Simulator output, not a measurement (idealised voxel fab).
Herein follows the process module entitled voxel self aligned vias.
Square cell edge 5 nm, section width 175 nm, ID cut.
A cross-section is a grid of square cells, given in bands from the top down. A band is one or more rows of cells. Look at the band entry: it leads with the top's height and the bottom's height in nm. Then it lists the materials left to right, with a width in nm for each. The word "throughout" on a single material says that material fills the band edge to edge. The word "air" is empty space. Where do heights start? At 0: under that level the wafer as delivered is made of one material only. And the lowest band has no floor; it just carries on downward, as in "z 0 and below". The expression "30->40" gives the width at the extremes of the band, the first number at its top row of cells and the second at its bottom row, with the width changing by equal amounts from each row to the next in between. The cross-section has no changed cell in any step marked "no change occurred". Voids not open to the top, 8 cells minimum: see "Fully enclosed voids". Written width x height at distance; distance is from the left edge; nm. Whatever follows a step's settings on its line is a remark the simulator itself makes about that step. overlay nm: right-of-plan distance of the mask on a masked step; negative values mean left-of-plan.
The following list gives the planned process steps
| 1 | RECEIVE [material Si] |
| 2 | CONFORMAL_DEP [material SiO2] [thk nm 15] |
| 3 | CONFORMAL_DEP [material SiCN] [thk nm 5] |
| 4 | DIRECTIONAL_DEP [material SiO2] [thk nm 20] |
| 5 | DIRECTIONAL_DEP [material aC] [thk nm 15] |
| 6 | PATTERN [tone open] [mask id LINES] [material resist] [width nm 30] [pitch nm 70] [thk nm 35] [overlay nm 0] |
| 7 | DIRECTIONAL_ETCH [etch materials aC] [depth nm 15] |
| 8 | STRIP [etch materials resist] |
| 9 | DIRECTIONAL_ETCH [etch materials SiO2] [depth nm 20] |
| 10 | STRIP [etch materials aC] |
| 11 | CONFORMAL_DEP [material TiN] [thk nm 5] |
| 12 | FILL_DEP [material Ru] [thk nm 10] |
| 13 | CMP [height nm 40] |
| 14 | SELECTIVE_ETCH [etch materials W Ru TiN] [depth nm 10] |
| 15 | FILL_DEP [material SiN] [thk nm 5] |
| 16 | CMP [height nm 40] |
| 17 | DIRECTIONAL_DEP [material SiO2] [thk nm 15] |
| 18 | DIRECTIONAL_DEP [material aC] [thk nm 10] |
| 19 | PATTERN [tone open] [mask id VIAS] [material resist] [width nm 50] [thk nm 30] [overlay nm 0] |
| 20 | DIRECTIONAL_ETCH [etch materials aC] [depth nm 10] |
| 21 | STRIP [etch materials resist] |
| 22 | DIRECTIONAL_ETCH [etch materials SiO2] [depth nm 15] |
| 23 | DIRECTIONAL_ETCH [etch materials SiN] [depth nm 10] |
| 24 | STRIP [etch materials aC] |
| 25 | CONFORMAL_DEP [material TiN] [thk nm 5] |
| 26 | FILL_DEP [material W] [thk nm 10] |
| 27 | CMP [height nm 55] |
| 28 | CONFORMAL_DEP [material SiN] [thk nm 5] |
First wafer, two in total, run as planned
Wafer as received: cross-section following step 1
- z 0 and below  Si throughout
- Fully enclosed voids: none
after step 2
- z 15 to 0  SiO2 throughout
- Whatever lies below 0 is exactly as it was before.
after step 3
- z 20 to 15  SiCN throughout
- Whatever lies below 15 is exactly as it was before.
after step 4
- z 40 to 20  SiO2 throughout
- Whatever lies below 20 is exactly as it was before.
after step 5
- z 55 to 40  aC throughout
- Whatever lies below 40 is exactly as it was before.
after step 6
- z 90 to 55  35 of resist  30 of air  40 of resist  30 of air  40 of resist
- Whatever lies below 55 is exactly as it was before.
after step 7
- z 75 to 55  35 of resist  30 of air  40 of resist  30 of air  40 of resist
- z 55 to 40  35 of aC  30 of air  40 of aC  30 of air  40 of aC
- Whatever lies below 40 is exactly as it was before.
after step 8
- z 55 to 40  35 of aC  30 of air  40 of aC  30 of air  40 of aC
- Whatever lies below 40 is exactly as it was before.
after step 9
- z 55 to 40  35 of aC  30 of air  40 of aC  30 of air  40 of aC
- z 40 to 20  35 of SiO2  30 of air  40 of SiO2  30 of air  40 of SiO2
- Whatever lies below 20 is exactly as it was before.
after step 10
- z 40 to 20  35 of SiO2  30 of air  40 of SiO2  30 of air  40 of SiO2
- Whatever lies below 20 is exactly as it was before.
after step 11
- z 45 to 40  40 of TiN  20 of air  50 of TiN  20 of air  45 of TiN
- z 40 to 25  35 of SiO2  5 of TiN  20 of air  5 of TiN  40 of SiO2  5 of TiN  20 of air  5 of TiN  40 of SiO2
- z 25 to 20  35 of SiO2  30 of TiN  40 of SiO2  30 of TiN  40 of SiO2
- Whatever lies below 20 is exactly as it was before.
after step 12
- z 55 to 45  Ru throughout
- z 45 to 40  40 of TiN  20 of Ru  50 of TiN  20 of Ru  45 of TiN
- z 40 to 25  35 of SiO2  5 of TiN  20 of Ru  5 of TiN  40 of SiO2  5 of TiN  20 of Ru  5 of TiN  40 of SiO2
- Whatever lies below 25 is exactly as it was before.
after step 13
- z 40 to 25  35 of SiO2  5 of TiN  20 of Ru  5 of TiN  40 of SiO2  5 of TiN  20 of Ru  5 of TiN  40 of SiO2
- Whatever lies below 25 is exactly as it was before.
after step 14
- z 40 to 30  35 of SiO2  30 of air  40 of SiO2  30 of air  40 of SiO2
- Whatever lies below 30 is exactly as it was before.
after step 15
- z 45 to 40  SiN throughout
- z 40 to 30  35 of SiO2  30 of SiN  40 of SiO2  30 of SiN  40 of SiO2
- Whatever lies below 30 is exactly as it was before.
after step 16
- z 40 to 30  35 of SiO2  30 of SiN  40 of SiO2  30 of SiN  40 of SiO2
- Whatever lies below 30 is exactly as it was before.
after step 17
- z 55 to 40  SiO2 throughout
- Whatever lies below 40 is exactly as it was before.
after step 18
- z 65 to 55  aC throughout
- Whatever lies below 55 is exactly as it was before.
after step 19
- z 95 to 65  25 of resist  50 of air  100 of resist
- Whatever lies below 65 is exactly as it was before.
after step 20
- z 85 to 65  25 of resist  50 of air  100 of resist
- z 65 to 55  25 of aC  50 of air  100 of aC
- Whatever lies below 55 is exactly as it was before.
after step 21
- z 65 to 55  25 of aC  50 of air  100 of aC
- Whatever lies below 55 is exactly as it was before.
after step 22
- z 65 to 55  25 of aC  50 of air  100 of aC
- z 55 to 40  25 of SiO2  50 of air  100 of SiO2
- Whatever lies below 40 is exactly as it was before.
after step 23
- z 65 to 55  25 of aC  50 of air  100 of aC
- z 55 to 40  25 of SiO2  50 of air  100 of SiO2
- z 40 to 30  35 of SiO2  30 of air  40 of SiO2  30 of SiN  40 of SiO2
- Whatever lies below 30 is exactly as it was before.
after step 24
- z 55 to 40  25 of SiO2  50 of air  100 of SiO2
- Whatever lies below 40 is exactly as it was before.
after step 25
- z 60 to 55  30 of TiN  40 of air  105 of TiN
- z 55 to 45  25 of SiO2  5 of TiN  40 of air  5 of TiN  100 of SiO2
- z 45 to 40  25 of SiO2  15 of TiN  20 of air  15 of TiN  100 of SiO2
- z 40 to 35  35 of SiO2  5 of TiN  20 of air  5 of TiN  40 of SiO2  30 of SiN  40 of SiO2
- z 35 to 30  35 of SiO2  30 of TiN  40 of SiO2  30 of SiN  40 of SiO2
- Whatever lies below 30 is exactly as it was before.
after step 26
- z 70 to 60  W throughout
- z 60 to 55  30 of TiN  40 of W  105 of TiN
- z 55 to 45  25 of SiO2  5 of TiN  40 of W  5 of TiN  100 of SiO2
- z 45 to 40  25 of SiO2  15 of TiN  20 of W  15 of TiN  100 of SiO2
- z 40 to 35  35 of SiO2  5 of TiN  20 of W  5 of TiN  40 of SiO2  30 of SiN  40 of SiO2
- Whatever lies below 35 is exactly as it was before.
after step 27
- z 55 to 45  25 of SiO2  5 of TiN  40 of W  5 of TiN  100 of SiO2
- Whatever lies below 45 is exactly as it was before.
after step 28
- z 60 to 55  SiN throughout
- Whatever lies below 55 is exactly as it was before.
Notes, second wafer: start = first wafer's, plan = first wafer's, execution had one mistake; history identical to first through step 1
Cross-sectional view of the second wafer at the intended end time of process step 2
- z 30 to 0  SiO2 throughout
- Whatever lies below 0 is exactly as it was before.
Cross-sectional view of the second wafer at the intended end time of process step 3
- z 35 to 30  SiCN throughout
- Whatever lies below 30 is exactly as it was before.
Cross-sectional view of the second wafer at the intended end time of process step 4
- z 55 to 35  SiO2 throughout
- Whatever lies below 35 is exactly as it was before.
Cross-sectional view of the second wafer at the intended end time of process step 5
- z 70 to 55  aC throughout
- Whatever lies below 55 is exactly as it was before.
Cross-sectional view of the second wafer at the intended end time of process step 6
- z 105 to 70  35 of resist  30 of air  40 of resist  30 of air  40 of resist
- Whatever lies below 70 is exactly as it was before.
Cross-sectional view of the second wafer at the intended end time of process step 7
- z 90 to 70  35 of resist  30 of air  40 of resist  30 of air  40 of resist
- z 70 to 55  35 of aC  30 of air  40 of aC  30 of air  40 of aC
- Whatever lies below 55 is exactly as it was before.
Cross-sectional view of the second wafer at the intended end time of process step 8
- z 70 to 55  35 of aC  30 of air  40 of aC  30 of air  40 of aC
- Whatever lies below 55 is exactly as it was before.
Cross-sectional view of the second wafer at the intended end time of process step 9
- z 70 to 55  35 of aC  30 of air  40 of aC  30 of air  40 of aC
- z 55 to 35  35 of SiO2  30 of air  40 of SiO2  30 of air  40 of SiO2
- Whatever lies below 35 is exactly as it was before.
Cross-sectional view of the second wafer at the intended end time of process step 10
- z 55 to 35  35 of SiO2  30 of air  40 of SiO2  30 of air  40 of SiO2
- Whatever lies below 35 is exactly as it was before.
Cross-sectional view of the second wafer at the intended end time of process step 11
- z 60 to 55  40 of TiN  20 of air  50 of TiN  20 of air  45 of TiN
- z 55 to 40  35 of SiO2  5 of TiN  20 of air  5 of TiN  40 of SiO2  5 of TiN  20 of air  5 of TiN  40 of SiO2
- z 40 to 35  35 of SiO2  30 of TiN  40 of SiO2  30 of TiN  40 of SiO2
- Whatever lies below 35 is exactly as it was before.
Cross-sectional view of the second wafer at the intended end time of process step 12
- z 70 to 60  Ru throughout
- z 60 to 55  40 of TiN  20 of Ru  50 of TiN  20 of Ru  45 of TiN
- z 55 to 40  35 of SiO2  5 of TiN  20 of Ru  5 of TiN  40 of SiO2  5 of TiN  20 of Ru  5 of TiN  40 of SiO2
- Whatever lies below 40 is exactly as it was before.
Cross-sectional view of the second wafer at the intended end time of process step 13
- z 40 to 35  35 of SiO2  30 of TiN  40 of SiO2  30 of TiN  40 of SiO2
- Whatever lies below 35 is exactly as it was before.
Cross-sectional view of the second wafer at the intended end time of process step 14
- z 40 to 35  35 of SiO2  30 of air  40 of SiO2  30 of air  40 of SiO2
- Whatever lies below 35 is exactly as it was before.
Cross-sectional view of the second wafer at the intended end time of process step 15
- z 45 to 40  SiN throughout
- z 40 to 35  35 of SiO2  30 of SiN  40 of SiO2  30 of SiN  40 of SiO2
- Whatever lies below 35 is exactly as it was before.
Cross-sectional view of the second wafer at the intended end time of process step 16
- z 40 to 35  35 of SiO2  30 of SiN  40 of SiO2  30 of SiN  40 of SiO2
- Whatever lies below 35 is exactly as it was before.
Cross-sectional view of the second wafer at the intended end time of process step 17
- z 55 to 40  SiO2 throughout
- Whatever lies below 40 is exactly as it was before.
Cross-sectional view of the second wafer at the intended end time of process step 18
- z 65 to 55  aC throughout
- Whatever lies below 55 is exactly as it was before.
Cross-sectional view of the second wafer at the intended end time of process step 19
- z 95 to 65  25 of resist  50 of air  100 of resist
- Whatever lies below 65 is exactly as it was before.
Cross-sectional view of the second wafer at the intended end time of process step 20
- z 85 to 65  25 of resist  50 of air  100 of resist
- z 65 to 55  25 of aC  50 of air  100 of aC
- Whatever lies below 55 is exactly as it was before.
Cross-sectional view of the second wafer at the intended end time of process step 21
- z 65 to 55  25 of aC  50 of air  100 of aC
- Whatever lies below 55 is exactly as it was before.
Cross-sectional view of the second wafer at the intended end time of process step 22
- z 65 to 55  25 of aC  50 of air  100 of aC
- z 55 to 40  25 of SiO2  50 of air  100 of SiO2
- Whatever lies below 40 is exactly as it was before.
Cross-sectional view of the second wafer at the intended end time of process step 23
- z 65 to 55  25 of aC  50 of air  100 of aC
- z 55 to 40  25 of SiO2  50 of air  100 of SiO2
- z 40 to 35  35 of SiO2  30 of air  40 of SiO2  30 of SiN  40 of SiO2
- Whatever lies below 35 is exactly as it was before.
Cross-sectional view of the second wafer at the intended end time of process step 24
- z 55 to 40  25 of SiO2  50 of air  100 of SiO2
- Whatever lies below 40 is exactly as it was before.
Cross-sectional view of the second wafer at the intended end time of process step 25
- z 60 to 55  30 of TiN  40 of air  105 of TiN
- z 55 to 45  25 of SiO2  5 of TiN  40 of air  5 of TiN  100 of SiO2
- z 45 to 40  25 of SiO2  15 of TiN  20 of air  15 of TiN  100 of SiO2
- z 40 to 35  35 of SiO2  30 of TiN  40 of SiO2  30 of SiN  40 of SiO2
- Whatever lies below 35 is exactly as it was before.
Cross-sectional view of the second wafer at the intended end time of process step 26
- z 70 to 60  W throughout
- z 60 to 55  30 of TiN  40 of W  105 of TiN
- z 55 to 45  25 of SiO2  5 of TiN  40 of W  5 of TiN  100 of SiO2
- z 45 to 40  25 of SiO2  15 of TiN  20 of W  15 of TiN  100 of SiO2
- Whatever lies below 40 is exactly as it was before.
Cross-sectional view of the second wafer at the intended end time of process step 27
- z 55 to 45  25 of SiO2  5 of TiN  40 of W  5 of TiN  100 of SiO2
- Whatever lies below 45 is exactly as it was before.
Cross-sectional view of the second wafer at the intended end time of process step 28
- z 60 to 55  SiN throughout
- Whatever lies below 55 is exactly as it was before.
What broke from the plan during processing? step 2 of the plan saw execution twice
Cell-count delta at end, second wafer over first, by material: -8 Ru, -6 SiN, +36 SiO2, -18 TiN, -4 W
